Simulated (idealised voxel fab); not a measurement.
process module | voxel transistor to metal
We display cut, a cross-section 280 nm in width whose square cells are each 5 nm.
If you're reading a cross-section in this doc, picture square cells in a grid; it comes to you as bands, top ones listed first down to the bottom, and a band can be one or more rows of cells. Quick guide to a band line: top height, bottom height (nm) up front; then every material left to right with its width in nm. Only one material and it's marked "edge to edge"? Then it fills the band edge to edge. And "blank" just means empty space. Height is counted from the level 0, under which the received wafer is composed throughout of one material. The lowest of the bands is not closed at the bottom but continues downward, in the notation "0 nm and below". With a width like "30 to 40", each row of cells in the band differs from the next by the same amount, the top row carrying the first number and the bottom row the second. Given "left unchanged" for a step, no cell of the cross-section differs between before and after that step. Each empty space that has no open way to the top and spans at least 8 cells appears under "Trapped voids" as width x height at distance, the distance counted from the left edge, all in nm. It should be noted that, on the line of a given step, the content following the step's settings is a remark produced by the simulator itself with respect to that step. overlay nm, on a step with a mask: how far to the right of its planned place the mask lay; to the left if negative.

Process steps foreseen in the plan:
1: RECEIVE | material Si
2: OXIDIZE | depth nm 5
3: CONFORMAL_DEP | material SiN | thk nm 10
4: MASKED_ETCH | tone cover | mask id ACTIVE | width nm 110 | pitch nm 135 | etch materials SiN | depth nm 10 | overlay nm 0
5: MASKED_ETCH | tone cover | mask id ACTIVE | width nm 110 | pitch nm 135 | etch materials SiO2 | depth nm 5 | overlay nm 0
6: MASKED_ETCH | tone cover | mask id ACTIVE | width nm 110 | pitch nm 135 | etch materials Si | depth nm 35 | overlay nm 0
7: FILL_DEP | material SiO2 | thk nm 10
8: CMP | height nm 10
9: SELECTIVE_ETCH | etch materials SiO2 | depth nm 10
10: STRIP | etch materials SiN
11: SELECTIVE_ETCH | etch materials SiO2 | depth nm 5
12: OXIDIZE | depth nm 5
13: DIRECTIONAL_DEP | material polySi | thk nm 20
14: DIRECTIONAL_DEP | material SiCN | thk nm 10
15: PATTERN | tone cover | mask id GATE | material resist | width nm 30 | pitch nm 135 | thk nm 15 | overlay nm 0
16: DIRECTIONAL_ETCH | etch materials SiCN | depth nm 20
17: DIRECTIONAL_ETCH | etch materials polySi | depth nm 30
18: STRIP | etch materials resist
19: CONFORMAL_DEP | material SiN | thk nm 5
20: DIRECTIONAL_ETCH | etch materials SiN | depth nm 5
21: DIRECTIONAL_ETCH | etch materials SiO2 | depth nm 5
22: DIRECTIONAL_ETCH | etch materials Si | depth nm 15
23: EPI | material SiGe | thk nm 15
24: FILL_DEP | material SiO2 | thk nm 10
25: CMP | height nm 15
26: STRIP | etch materials polySi
27: SELECTIVE_ETCH | etch materials SiO2 | depth nm 5
28: CONFORMAL_DEP | material HfO2 | thk nm 5
29: CONFORMAL_DEP | material TiN | thk nm 5
30: FILL_DEP | material W | thk nm 5
31: CMP | height nm 10
32: DIRECTIONAL_DEP | material SiO2 | thk nm 10
33: MASKED_ETCH | tone open | mask id CONTACT | width nm 20 | etch materials SiO2 | depth nm 20 | overlay nm 0
34: CONFORMAL_DEP | material TiN | thk nm 5
35: FILL_DEP | material W | thk nm 5
36: CMP | height nm 20
37: DIRECTIONAL_DEP | material TiN | thk nm 5
38: DIRECTIONAL_DEP | material W | thk nm 20
39: PATTERN | tone cover | mask id METAL_1 | material resist | width nm 20 | thk nm 20 | overlay nm 0
40: DIRECTIONAL_ETCH | etch materials W | depth nm 20
41: DIRECTIONAL_ETCH | etch materials TiN | depth nm 5
42: STRIP | etch materials resist
43: CONFORMAL_DEP | material SiCN | thk nm 5
44: FILL_DEP | material SiO2 | thk nm 5
45: CMP | height nm 45
46: CONFORMAL_DEP | material SiN | thk nm 5
Wafers differ in depth nm at step 33; plan lists the first wafer's value; identical starting state.

First of several wafers, received after step 1, in cross-section:
0 nm and below  Si edge to edge
Trapped voids: none

Cross-sectional representation of the first of several wafers at the end of the module, i.e. after its terminal step, step 46:
50 nm to 45 nm  SiN edge to edge
45 nm to 25 nm  15 nm SiO2 | 5 nm SiCN | 20 nm W | 5 nm SiCN | 50 nm SiO2 | 5 nm SiCN | 20 nm W | 5 nm SiCN | 25 nm SiO2 | 5 nm SiCN | 20 nm W | 5 nm SiCN | 50 nm SiO2 | 5 nm SiCN | 20 nm W | 5 nm SiCN | 20 nm SiO2
25 nm to 20 nm  20 nm SiCN | 20 nm TiN | 60 nm SiCN | 20 nm TiN | 35 nm SiCN | 20 nm TiN | 60 nm SiCN | 20 nm TiN | 25 nm SiCN
20 nm to 10 nm  20 nm SiO2 | 5 nm TiN | 10 nm W | 5 nm TiN | 60 nm SiO2 | 5 nm TiN | 10 nm W | 5 nm TiN | 35 nm SiO2 | 5 nm TiN | 10 nm W | 5 nm TiN | 60 nm SiO2 | 5 nm TiN | 10 nm W | 5 nm TiN | 25 nm SiO2
10 nm to 5 nm  20 nm SiO2 | 5 nm TiN | 5 nm W | 10 nm TiN | 10 nm SiO2 | 5 nm SiN | 5 nm HfO2 | 5 nm TiN | 10 nm W | 5 nm TiN | 5 nm HfO2 | 5 nm SiN | 10 nm SiO2 | 10 nm TiN | 5 nm W | 5 nm TiN | 35 nm SiO2 | 5 nm TiN | 5 nm W | 10 nm TiN | 10 nm SiO2 | 5 nm SiN | 5 nm HfO2 | 5 nm TiN | 10 nm W | 5 nm TiN | 5 nm HfO2 | 5 nm SiN | 10 nm SiO2 | 10 nm TiN | 5 nm W | 5 nm TiN | 25 nm SiO2
5 nm to 0 nm  20 nm SiO2 | 15 nm TiN | 15 nm SiGe | 5 nm SiN | 5 nm HfO2 | 5 nm TiN | 10 nm W | 5 nm TiN | 5 nm HfO2 | 5 nm SiN | 15 nm SiGe | 15 nm TiN | 35 nm SiO2 | 15 nm TiN | 15 nm SiGe | 5 nm SiN | 5 nm HfO2 | 5 nm TiN | 10 nm W | 5 nm TiN | 5 nm HfO2 | 5 nm SiN | 15 nm SiGe | 15 nm TiN | 25 nm SiO2
0 nm to -5 nm  35 nm SiO2 | 15 nm SiGe | 5 nm SiN | 5 nm HfO2 | 20 nm TiN | 5 nm HfO2 | 5 nm SiN | 15 nm SiGe | 65 nm SiO2 | 15 nm SiGe | 5 nm SiN | 5 nm HfO2 | 20 nm TiN | 5 nm HfO2 | 5 nm SiN | 15 nm SiGe | 40 nm SiO2
-5 nm to -10 nm  35 nm SiO2 | 15 nm SiGe | 40 nm HfO2 | 15 nm SiGe | 65 nm SiO2 | 15 nm SiGe | 40 nm HfO2 | 15 nm SiGe | 40 nm SiO2
-10 nm to -25 nm  15 nm SiO2 | 35 nm SiGe | 40 nm Si | 35 nm SiGe | 25 nm SiO2 | 35 nm SiGe | 40 nm Si | 35 nm SiGe | 20 nm SiO2
-25 nm to -40 nm  15 nm SiO2 | 110 nm Si | 25 nm SiO2 | 110 nm Si | 20 nm SiO2
-40 nm and below  Si edge to edge
Trapped voids: none

Last wafer at the end:
50 nm to 45 nm  SiN edge to edge
45 nm to 25 nm  15 nm SiO2 | 5 nm SiCN | 20 nm W | 5 nm SiCN | 50 nm SiO2 | 5 nm SiCN | 20 nm W | 5 nm SiCN | 25 nm SiO2 | 5 nm SiCN | 20 nm W | 5 nm SiCN | 50 nm SiO2 | 5 nm SiCN | 20 nm W | 5 nm SiCN | 20 nm SiO2
25 nm to 20 nm  20 nm SiCN | 20 nm TiN | 60 nm SiCN | 20 nm TiN | 35 nm SiCN | 20 nm TiN | 60 nm SiCN | 20 nm TiN | 25 nm SiCN
20 nm to 10 nm  20 nm SiO2 | 5 nm TiN | 10 nm W | 5 nm TiN | 60 nm SiO2 | 5 nm TiN | 10 nm W | 5 nm TiN | 35 nm SiO2 | 5 nm TiN | 10 nm W | 5 nm TiN | 60 nm SiO2 | 5 nm TiN | 10 nm W | 5 nm TiN | 25 nm SiO2
10 nm to 5 nm  20 nm SiO2 | 5 nm TiN | 5 nm W | 10 nm TiN | 10 nm SiO2 | 5 nm SiN | 5 nm HfO2 | 5 nm TiN | 10 nm W | 5 nm TiN | 5 nm HfO2 | 5 nm SiN | 10 nm SiO2 | 10 nm TiN | 5 nm W | 5 nm TiN | 35 nm SiO2 | 5 nm TiN | 5 nm W | 10 nm TiN | 10 nm SiO2 | 5 nm SiN | 5 nm HfO2 | 5 nm TiN | 10 nm W | 5 nm TiN | 5 nm HfO2 | 5 nm SiN | 10 nm SiO2 | 10 nm TiN | 5 nm W | 5 nm TiN | 25 nm SiO2
5 nm to 0 nm  20 nm SiO2 | 5 nm TiN | 5 nm W | 5 nm TiN | 15 nm SiGe | 5 nm SiN | 5 nm HfO2 | 5 nm TiN | 10 nm W | 5 nm TiN | 5 nm HfO2 | 5 nm SiN | 15 nm SiGe | 5 nm TiN | 5 nm W | 5 nm TiN | 35 nm SiO2 | 5 nm TiN | 5 nm W | 5 nm TiN | 15 nm SiGe | 5 nm SiN | 5 nm HfO2 | 5 nm TiN | 10 nm W | 5 nm TiN | 5 nm HfO2 | 5 nm SiN | 15 nm SiGe | 5 nm TiN | 5 nm W | 5 nm TiN | 25 nm SiO2
0 nm to -5 nm  20 nm SiO2 | 5 nm TiN | 5 nm W | 5 nm TiN | 15 nm SiGe | 5 nm SiN | 5 nm HfO2 | 20 nm TiN | 5 nm HfO2 | 5 nm SiN | 15 nm SiGe | 5 nm TiN | 5 nm W | 5 nm TiN | 35 nm SiO2 | 5 nm TiN | 5 nm W | 5 nm TiN | 15 nm SiGe | 5 nm SiN | 5 nm HfO2 | 20 nm TiN | 5 nm HfO2 | 5 nm SiN | 15 nm SiGe | 5 nm TiN | 5 nm W | 5 nm TiN | 25 nm SiO2
-5 nm to -10 nm  20 nm SiO2 | 15 nm TiN | 15 nm SiGe | 40 nm HfO2 | 15 nm SiGe | 15 nm TiN | 35 nm SiO2 | 15 nm TiN | 15 nm SiGe | 40 nm HfO2 | 15 nm SiGe | 15 nm TiN | 25 nm SiO2
-10 nm to -25 nm  15 nm SiO2 | 35 nm SiGe | 40 nm Si | 35 nm SiGe | 25 nm SiO2 | 35 nm SiGe | 40 nm Si | 35 nm SiGe | 20 nm SiO2
-25 nm to -40 nm  15 nm SiO2 | 110 nm Si | 25 nm SiO2 | 110 nm Si | 20 nm SiO2
-40 nm and below  Si edge to edge
Trapped voids: none

Gained (+) or lost (-) cells of each material since receipt, then closed voids: one row per wafer, at the end of the module:
depth nm 20, +28 HfO2, -268 Si, +72 SiCN, +120 SiGe, +68 SiN, +376 SiO2, +72 TiN, +92 W, Trapped voids: none
depth nm 25, +28 HfO2, -268 Si, +72 SiCN, +120 SiGe, +68 SiN, +364 SiO2, +80 TiN, +96 W, Trapped voids: none
depth nm 30, +28 HfO2, -268 Si, +72 SiCN, +120 SiGe, +68 SiN, +352 SiO2, +88 TiN, +100 W, Trapped voids: none
depth nm 35, +28 HfO2, -268 Si, +72 SiCN, +120 SiGe, +68 SiN, +352 SiO2, +88 TiN, +100 W, Trapped voids: none
depth nm 40, +28 HfO2, -268 Si, +72 SiCN, +120 SiGe, +68 SiN, +352 SiO2, +88 TiN, +100 W, Trapped voids: none
depth nm 45, +28 HfO2, -268 Si, +72 SiCN, +120 SiGe, +68 SiN, +352 SiO2, +88 TiN, +100 W, Trapped voids: none
